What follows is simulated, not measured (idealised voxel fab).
The process module that follows is named voxel double patterning.
Cross-section cut: width 295 nm, square cells of 5 nm.
In what follows, cross-sections appear as grids of square cells, described through bands that run from the top down, where every band is one or more rows of cells. Band: top height; bottom height; in nm. Then, left to right: material with width in nm, for each material. "all across": a single material spanning edge to edge. "air": empty space. Height datum 0, below which the as-received substrate wafer is one material. Lowest band open at the bottom, running downward: "0 -> down". The width entry "30 to 40" should be interpreted row by row: the top row of cells in the band takes the first number, the bottom row takes the second number, and the change between adjacent rows is uniform throughout. Where the words "nothing changed" appear for a step, the cross-section shows no cell changed by that step; every cell remained as before. This entry, "Enclosed void entries", enumerates those empty regions of no fewer than 8 cells that possess no open connection to the top. Each region is reported in the form width x height at distance, the distance being taken from the left edge, with all three quantities expressed in nm. Note: text after step settings on the step line = simulator remark on that step. The setting "overlay nm" may be written on the line of a step. When the step uses a mask, the value reports how far to the right of the planned place the mask lay, and a negative value reports that it lay to the left.

-- These are the steps we planned for the process
1: RECEIVE | material Si
2: CONFORMAL_DEP | material SiO2 | thk nm 10
3: DIRECTIONAL_DEP | material polySi | thk nm 15
4: DIRECTIONAL_DEP | material SiCN | thk nm 10
5: MASKED_ETCH | tone open | mask id FIRST | width nm 15 | pitch nm 50 | etch materials SiCN | depth nm 10 | overlay nm 0
6: DIRECTIONAL_DEP | material aC | thk nm 15
7: PATTERN | tone open | mask id SECOND | material resist | width nm 15 | pitch nm 50 | thk nm 35 | overlay nm 0
8: DIRECTIONAL_ETCH | etch materials aC | depth nm 15
9: STRIP | etch materials resist
10: DIRECTIONAL_ETCH | etch materials SiCN | depth nm 10
11: STRIP | etch materials aC
12: DIRECTIONAL_ETCH | etch materials polySi | depth nm 15
13: STRIP | etch materials SiCN

-- First wafer out of two, processed as planned

-- Cross-section of the wafer at receipt, which is the condition after step 1
0 -> down | Si all across
Enclosed void entries: none

-- So this is the wafer cross-section right after step 2
10 -> 0 | SiO2 all across
Whatever lies below 0 is exactly as it was before.

-- So this is the wafer cross-section right after step 3
25 -> 10 | polySi all across
Whatever lies below 10 is exactly as it was before.

-- So this is the wafer cross-section right after step 4
35 -> 25 | SiCN all across
Whatever lies below 25 is exactly as it was before.

-- So this is the wafer cross-section right after step 5
35 -> 25 | SiCN (90), air (15), SiCN (35), air (15), SiCN (35), air (15), SiCN (90)
Whatever lies below 25 is exactly as it was before.

-- So this is the wafer cross-section right after step 6
50 -> 40 | aC (90), air (15), aC (35), air (15), aC (35), air (15), aC (90)
40 -> 35 | aC all across
35 -> 25 | SiCN (90), aC (15), SiCN (35), aC (15), SiCN (35), aC (15), SiCN (90)
Whatever lies below 25 is exactly as it was before.

-- So this is the wafer cross-section right after step 7
85 -> 50 | resist (115), air (15), resist (35), air (15), resist (115)
50 -> 40 | aC (90), resist (15), aC (35), resist (15), aC (35), resist (15), aC (90)
Whatever lies below 40 is exactly as it was before.

-- So this is the wafer cross-section right after step 8
70 -> 50 | resist (115), air (15), resist (35), air (15), resist (115)
50 -> 40 | aC (90), resist (15), aC (10), air (15), aC (10), resist (15), aC (10), air (15), aC (10), resist (15), aC (90)
40 -> 35 | aC (115), air (15), aC (35), air (15), aC (115)
Whatever lies below 35 is exactly as it was before.

-- So this is the wafer cross-section right after step 9
50 -> 40 | aC (90), air (15), aC (10), air (15), aC (10), air (15), aC (10), air (15), aC (10), air (15), aC (90)
Whatever lies below 40 is exactly as it was before.

-- So this is the wafer cross-section right after step 10
50 -> 40 | aC (90), air (15), aC (10), air (15), aC (10), air (15), aC (10), air (15), aC (10), air (15), aC (90)
40 -> 35 | aC (115), air (15), aC (35), air (15), aC (115)
35 -> 25 | SiCN (90), aC (15), SiCN (10), air (15), SiCN (10), aC (15), SiCN (10), air (15), SiCN (10), aC (15), SiCN (90)
Whatever lies below 25 is exactly as it was before.

-- So this is the wafer cross-section right after step 11
35 -> 25 | SiCN (90), air (15), SiCN (10), air (15), SiCN (10), air (15), SiCN (10), air (15), SiCN (10), air (15), SiCN (90)
Whatever lies below 25 is exactly as it was before.

-- So this is the wafer cross-section right after step 12
35 -> 25 | SiCN (90), air (15), SiCN (10), air (15), SiCN (10), air (15), SiCN (10), air (15), SiCN (10), air (15), SiCN (90)
25 -> 10 | polySi (90), air (15), polySi (10), air (15), polySi (10), air (15), polySi (10), air (15), polySi (10), air (15), polySi (90)
Whatever lies below 10 is exactly as it was before.

-- So this is the wafer cross-section right after step 13
25 -> 10 | polySi (90), air (15), polySi (10), air (15), polySi (10), air (15), polySi (10), air (15), polySi (10), air (15), polySi (90)
Whatever lies below 10 is exactly as it was before.

-- Wafer two. Same start, same plan, one slip in execution. Same as wafer one through step 4, inclusive

-- Second wafer profile in section, at the moment step 5 of the plan was meant to be complete
35 -> 25 | SiCN (85), air (25), SiCN (25), air (25), SiCN (25), air (25), SiCN (85)
Whatever lies below 25 is exactly as it was before.

-- Second wafer profile in section, at the moment step 6 of the plan was meant to be complete
50 -> 40 | aC (85), air (25), aC (25), air (25), aC (25), air (25), aC (85)
40 -> 35 | aC all across
35 -> 25 | SiCN (85), aC (25), SiCN (25), aC (25), SiCN (25), aC (25), SiCN (85)
Whatever lies below 25 is exactly as it was before.

-- Second wafer profile in section, at the moment step 7 of the plan was meant to be complete
85 -> 50 | resist (115), air (15), resist (35), air (15), resist (115)
50 -> 40 | aC (85), resist (25), aC (25), resist (25), aC (25), resist (25), aC (85)
Whatever lies below 40 is exactly as it was before.

-- Second wafer profile in section, at the moment step 8 of the plan was meant to be complete
70 -> 50 | resist (115), air (15), resist (35), air (15), resist (115)
50 -> 40 | aC (85), resist (25), aC (5), air (15), aC (5), resist (25), aC (5), air (15), aC (5), resist (25), aC (85)
40 -> 35 | aC (115), air (15), aC (35), air (15), aC (115)
Whatever lies below 35 is exactly as it was before.

-- Second wafer profile in section, at the moment step 9 of the plan was meant to be complete
50 -> 40 | aC (85), air (25), aC (5), air (15), aC (5), air (25), aC (5), air (15), aC (5), air (25), aC (85)
Whatever lies below 40 is exactly as it was before.

-- Second wafer profile in section, at the moment step 10 of the plan was meant to be complete
50 -> 40 | aC (85), air (25), aC (5), air (15), aC (5), air (25), aC (5), air (15), aC (5), air (25), aC (85)
40 -> 35 | aC (115), air (15), aC (35), air (15), aC (115)
35 -> 25 | SiCN (85), aC (25), SiCN (5), air (15), SiCN (5), aC (25), SiCN (5), air (15), SiCN (5), aC (25), SiCN (85)
Whatever lies below 25 is exactly as it was before.

-- Second wafer profile in section, at the moment step 11 of the plan was meant to be complete
35 -> 25 | SiCN (85), air (25), SiCN (5), air (15), SiCN (5), air (25), SiCN (5), air (15), SiCN (5), air (25), SiCN (85)
Whatever lies below 25 is exactly as it was before.

-- Second wafer profile in section, at the moment step 12 of the plan was meant to be complete
35 -> 25 | SiCN (85), air (25), SiCN (5), air (15), SiCN (5), air (25), SiCN (5), air (15), SiCN (5), air (25), SiCN (85)
25 -> 10 | polySi (85), air (25), polySi (5), air (15), polySi (5), air (25), polySi (5), air (15), polySi (5), air (25), polySi (85)
Whatever lies below 10 is exactly as it was before.

-- Second wafer profile in section, at the moment step 13 of the plan was meant to be complete
25 -> 10 | polySi (85), air (25), polySi (5), air (15), polySi (5), air (25), polySi (5), air (15), polySi (5), air (25), polySi (85)
Whatever lies below 10 is exactly as it was before.
Plan not followed: not per plan at step 5, really ran MASKED_ETCH | tone open | mask id FIRST | width nm 25 | pitch nm 50 | etch materials SiCN | depth nm 10 | overlay nm 0
Final comparison by cell count, materials where the second wafer has more or fewer than the first: 18 fewer of polySi
